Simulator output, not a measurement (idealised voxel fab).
The following is a process module called voxel transistor to metal.
Cross-sectional view cut (width: 195 nm; square cell size: 5 nm).
For the purposes of this document, a cross-section shall be understood as a grid of square cells, specified as bands listed in top-to-bottom order, each band consisting of one or more rows of cells. Basically the band line says how high the top is and how high the bottom is, in nm, and then what's in it from left to right, every material with its width in nm. Empty space shows up as "air", and if a single material carries "all across" it runs the full band edge to edge. Note: height 0 marks the level under which the wafer is uniformly one material as received. Lowest band unbounded below, written "from 0 down". A width such as "30->40" changes by the same amount from each row of cells to the next, from the band's top row to its bottom row. Reading "nothing changed" for a step: not a cell of the cross-section changed in it. So "Encapsulated voids" is basically the list of trapped voids: any empty space of 8 cells or more that can't reach the top through an opening. They're written width x height at distance, the distance being from the left edge, and it's all nm. Where a step's line continues beyond its settings, the continuation is a remark by the simulator itself on that step. On any step carrying a mask, the "overlay nm" setting, if present on the step's line, tells how far right of its planned place the mask lay; negative values point to the left.
Process steps foreseen in the plan
- 1: RECEIVE (material Si)
- 2: CONFORMAL_DEP (material SiO2; thk nm 5)
- 3: CONFORMAL_DEP (material SiN; thk nm 10)
- 4: DIRECTIONAL_DEP (material aC; thk nm 10)
- 5: PATTERN (tone cover; mask id ACTIVE; material resist; width nm 115; thk nm 25; overlay nm 0)
- 6: DIRECTIONAL_ETCH (etch materials aC; depth nm 10)
- 7: STRIP (etch materials resist)
- 8: DIRECTIONAL_ETCH (etch materials SiN; depth nm 10)
- 9: DIRECTIONAL_ETCH (etch materials SiO2; depth nm 5)
- 10: DIRECTIONAL_ETCH (etch materials Si; depth nm 25)
- 11: STRIP (etch materials aC)
- 12: FILL_DEP (material SiO2; thk nm 5)
- 13: CMP (height nm 15)
- 14: SELECTIVE_ETCH (etch materials SiO2; depth nm 10)
- 15: STRIP (etch materials SiN)
- 16: SELECTIVE_ETCH (etch materials SiO2; depth nm 5)
- 17: OXIDIZE (depth nm 5)
- 18: DIRECTIONAL_DEP (material polySi; thk nm 25)
- 19: DIRECTIONAL_DEP (material SiCN; thk nm 15)
- 20: MASKED_ETCH (tone cover; mask id GATE; width nm 25; etch materials SiCN; depth nm 25; overlay nm 0)
- 21: MASKED_ETCH (tone cover; mask id GATE; width nm 25; etch materials polySi; depth nm 35; overlay nm 0)
- 22: CONFORMAL_DEP (material SiO2; thk nm 5)
- 23: DIRECTIONAL_ETCH (etch materials SiO2; depth nm 5)
- 24: CONFORMAL_DEP (material SiN; thk nm 10)
- 25: DIRECTIONAL_ETCH (etch materials SiN; depth nm 10)
- 26: DIRECTIONAL_ETCH (etch materials SiO2; depth nm 5)
- 27: DIRECTIONAL_ETCH (etch materials Si; depth nm 5)
- 28: EPI (material SiGe; thk nm 10)
- 29: FILL_DEP (material SiO2; thk nm 5)
- 30: CMP (height nm 25)
- 31: STRIP (etch materials polySi)
- 32: SELECTIVE_ETCH (etch materials SiO2; depth nm 5)
- 33: CONFORMAL_DEP (material HfO2; thk nm 5)
- 34: CONFORMAL_DEP (material TiN; thk nm 5)
- 35: FILL_DEP (material W; thk nm 5)
- 36: CMP (height nm 20)
- 37: DIRECTIONAL_DEP (material SiO2; thk nm 10)
- 38: MASKED_ETCH (tone open; mask id CONTACT; width nm 20; pitch nm 75; etch materials SiO2; depth nm 30; overlay nm 0)
- 39: CONFORMAL_DEP (material TiN; thk nm 5)
- 40: FILL_DEP (material W; thk nm 5)
- 41: CMP (height nm 30)
- 42: CONFORMAL_DEP (material SiCN; thk nm 5)
- 43: DIRECTIONAL_DEP (material SiO2; thk nm 15)
- 44: DIRECTIONAL_DEP (material aC; thk nm 15)
- 45: PATTERN (tone open; mask id METAL_1; material resist; width nm 20; pitch nm 75; thk nm 30; overlay nm 0)
- 46: DIRECTIONAL_ETCH (etch materials aC; depth nm 15)
- 47: STRIP (etch materials resist)
- 48: DIRECTIONAL_ETCH (etch materials SiO2; depth nm 15)
- 49: DIRECTIONAL_ETCH (etch materials SiCN; depth nm 5)
- 50: STRIP (etch materials aC)
- 51: CONFORMAL_DEP (material TiN; thk nm 5)
- 52: FILL_DEP (material Ru; thk nm 5)
- 53: CMP (height nm 50)
- 54: CONFORMAL_DEP (material SiN; thk nm 5)
Delivered wafer in cross-section: state after step 1
  from 0 down: Si all across
  Encapsulated voids: none
Wafer cross-section at module end: first of two, run to plan
  from 55 to 50: SiN all across
  from 50 to 35: SiO2: 50  TiN: 5  Ru: 10  TiN: 5  SiO2: 55  TiN: 5  Ru: 10  TiN: 5  SiO2: 50
  from 35 to 30: SiCN: 50  TiN: 20  SiCN: 55  TiN: 20  SiCN: 50
  from 30 to 20: SiO2: 50  TiN: 5  W: 10  TiN: 5  SiO2: 55  TiN: 5  W: 10  TiN: 5  SiO2: 50
  from 20 to 10: SiO2: 50  TiN: 5  W: 10  TiN: 5  SiN: 10  HfO2: 5  TiN: 5  W: 15  TiN: 5  HfO2: 5  SiN: 10  TiN: 5  W: 10  TiN: 5  SiO2: 50
  from 10 to 5: SiO2: 50  TiN: 20  SiN: 10  HfO2: 5  TiN: 5  W: 15  TiN: 5  HfO2: 5  SiN: 10  TiN: 20  SiO2: 50
  from 5 to 0: SiO2: 50  TiN: 10  SiGe: 10  SiN: 10  HfO2: 5  TiN: 25  HfO2: 5  SiN: 10  SiGe: 10  TiN: 10  SiO2: 50
  from 0 to -5: SiO2: 35  SiGe: 35  SiO2: 10  HfO2: 35  SiO2: 10  SiGe: 35  SiO2: 35
  from -5 to -10: SiO2: 40  SiGe: 30  Si: 55  SiGe: 30  SiO2: 40
  from -10 to -25: SiO2: 40  Si: 115  SiO2: 40
  from -25 down: Si all across
  Encapsulated voids: none
second wafer at the end: like start, like plan, one mistake
  from 55 to 50: SiN all across
  from 50 to 35: SiO2: 50  TiN: 5  Ru: 10  TiN: 5  SiO2: 55  TiN: 5  Ru: 10  TiN: 5  SiO2: 50
  from 35 to 30: SiCN: 50  TiN: 20  SiCN: 55  TiN: 20  SiCN: 50
  from 30 to 20: SiO2: 50  TiN: 5  W: 10  TiN: 5  SiO2: 55  TiN: 5  W: 10  TiN: 5  SiO2: 50
  from 20 to 5: SiO2: 50  TiN: 5  W: 10  TiN: 5  SiN: 10  HfO2: 5  TiN: 5  W: 15  TiN: 5  HfO2: 5  SiN: 10  TiN: 5  W: 10  TiN: 5  SiO2: 50
  from 5 to 0: SiO2: 50  TiN: 20  SiN: 10  HfO2: 5  TiN: 25  HfO2: 5  SiN: 10  TiN: 20  SiO2: 50
  from 0 to -5: SiGe: 45  SiO2: 35  HfO2: 35  SiO2: 35  SiGe: 45
  from -5 to -10: SiGe: 40  SiO2: 115  SiGe: 40
  from -10 to -25: Si: 40  SiO2: 115  Si: 40
  from -25 down: Si all across
  Encapsulated voids: none
What went wrong in running the wafer? step 5 did not happen as planned, as run it was PATTERN (tone open; mask id ACTIVE; material resist; width nm 115; thk nm 25; overlay nm 0)
Looking at both finished wafers in cells, the second ends up ahead of or behind the first on some materials: -32 Si, +4 SiGe, +24 SiO2, +4 W
